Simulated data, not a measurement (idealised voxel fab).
The document below concerns the process module designated voxel transistor to metal.
Section shown: cut. Width: 150 nm. Cell size: 5 nm, square.
Square cells in a grid make up a cross-section in this document, and the grid is given as bands, listed from the top down, each one or more rows of cells. Band: top height; bottom height; in nm. Then, left to right: material with width in nm, for each material. "everywhere": a single material spanning edge to edge. "empty": empty space. Convention: height 0 is the level below which the wafer, as received, is all one material. The lowest band does not terminate at the bottom but continues downward, represented as "top 0, no bottom". Width: "30 to 40" (first number = top row, second number = bottom row, same change from row to row of cells). A step reported as "nothing altered" is a step in which no cell of the cross-section changed. So "Catalogued sealed voids" is basically the list of trapped voids: any empty space of 8 cells or more that can't reach the top through an opening. They're written width x height at distance, the distance being from the left edge, and it's all nm. What comes after the settings on a step's line is commentary from the simulator itself on that step. The "overlay nm" setting may appear on a step's line; for a step that uses a mask, it gives how far to the right of its planned position the mask lay, and a negative value indicates the left.
Process steps foreseen in the plan
1,RECEIVE: material Si
2,OXIDIZE: depth nm 5
3,CONFORMAL_DEP: material SiN, thk nm 15
4,DIRECTIONAL_DEP: material aC, thk nm 10
5,PATTERN: tone cover, mask id ACTIVE, material resist, width nm 105, thk nm 25, overlay nm 0
6,DIRECTIONAL_ETCH: etch materials aC, depth nm 10
7,STRIP: etch materials resist
8,DIRECTIONAL_ETCH: etch materials SiN, depth nm 15
9,DIRECTIONAL_ETCH: etch materials SiO2, depth nm 5
10,DIRECTIONAL_ETCH: etch materials Si, depth nm 30
11,STRIP: etch materials aC
12,FILL_DEP: material SiO2, thk nm 10
13,CMP: height nm 5
14,SELECTIVE_ETCH: etch materials SiO2, depth nm 15
15,STRIP: etch materials SiN
16,SELECTIVE_ETCH: etch materials SiO2, depth nm 5
17,OXIDIZE: depth nm 5
18,DIRECTIONAL_DEP: material polySi, thk nm 30
19,DIRECTIONAL_DEP: material SiCN, thk nm 15
20,DIRECTIONAL_DEP: material aC, thk nm 10
21,PATTERN: tone cover, mask id GATE, material resist, width nm 25, thk nm 25, overlay nm 0
22,DIRECTIONAL_ETCH: etch materials aC, depth nm 10
23,STRIP: etch materials resist
24,DIRECTIONAL_ETCH: etch materials SiCN, depth nm 25
25,DIRECTIONAL_ETCH: etch materials polySi, depth nm 40
26,STRIP: etch materials aC
27,CONFORMAL_DEP: material SiN, thk nm 10
28,DIRECTIONAL_ETCH: etch materials SiN, depth nm 10
29,DIRECTIONAL_ETCH: etch materials SiO2, depth nm 5
30,DIRECTIONAL_ETCH: etch materials Si, depth nm 10
31,EPI: material pSi, thk nm 10
32,FILL_DEP: material SiO2, thk nm 5
33,CMP: height nm 25
34,STRIP: etch materials polySi
35,SELECTIVE_ETCH: etch materials SiO2, depth nm 5
36,CONFORMAL_DEP: material HfO2, thk nm 5
37,CONFORMAL_DEP: material TiN, thk nm 5
38,FILL_DEP: material W, thk nm 5
39,CMP: height nm 20
40,DIRECTIONAL_DEP: material SiO2, thk nm 15
41,MASKED_ETCH: tone open, mask id CONTACT, width nm 20, pitch nm 75, etch materials SiO2, depth nm 45, overlay nm 0
42,CONFORMAL_DEP: material TiN, thk nm 5
43,FILL_DEP: material W, thk nm 5
44,CMP: height nm 35
45,DIRECTIONAL_DEP: material TiN, thk nm 5
46,DIRECTIONAL_DEP: material W, thk nm 20
47,MASKED_ETCH: tone cover, mask id METAL_1, width nm 20, pitch nm 75, etch materials W, depth nm 20, overlay nm 0
48,MASKED_ETCH: tone cover, mask id METAL_1, width nm 20, pitch nm 75, etch materials TiN, depth nm 5, overlay nm 0
49,CONFORMAL_DEP: material SiCN, thk nm 5
50,FILL_DEP: material SiO2, thk nm 5
51,CMP: height nm 60
52,CONFORMAL_DEP: material SiCN, thk nm 5
The wafers are alike at the start. At step 13, their height nm differs. The plan lists the first wafer's value.
Cross-section: the first of several wafers in its as-received state, i.e. following step 1
> top 0, no bottom = Si everywhere
> Catalogued sealed voids: none
So in this table every wafer gets its own row, and what you see is where it stands at the end of the module: for each material, how many cells it picked up (+) or gave up (-) since we received it, and after that its closed voids
height nm 5; +17 HfO2; -129 Si; +68 SiCN; +28 SiN; +255 SiO2; +59 TiN; +64 W; +28 pSi; Catalogued sealed voids: none
height nm 10; +17 HfO2; -127 Si; +68 SiCN; +24 SiN; +255 SiO2; +57 TiN; +62 W; +34 pSi; Catalogued sealed voids: none
height nm 15; +17 HfO2; -129 Si; +68 SiCN; +20 SiN; +259 SiO2; +59 TiN; +64 W; +32 pSi; Catalogued sealed voids: none
height nm 20; +17 HfO2; -125 Si; +68 SiCN; +24 SiN; +255 SiO2; +55 TiN; +60 W; +36 pSi; Catalogued sealed voids: none
height nm 25; +17 HfO2; -125 Si; +68 SiCN; +28 SiN; +251 SiO2; +55 TiN; +60 W; +36 pSi; Catalogued sealed voids: none
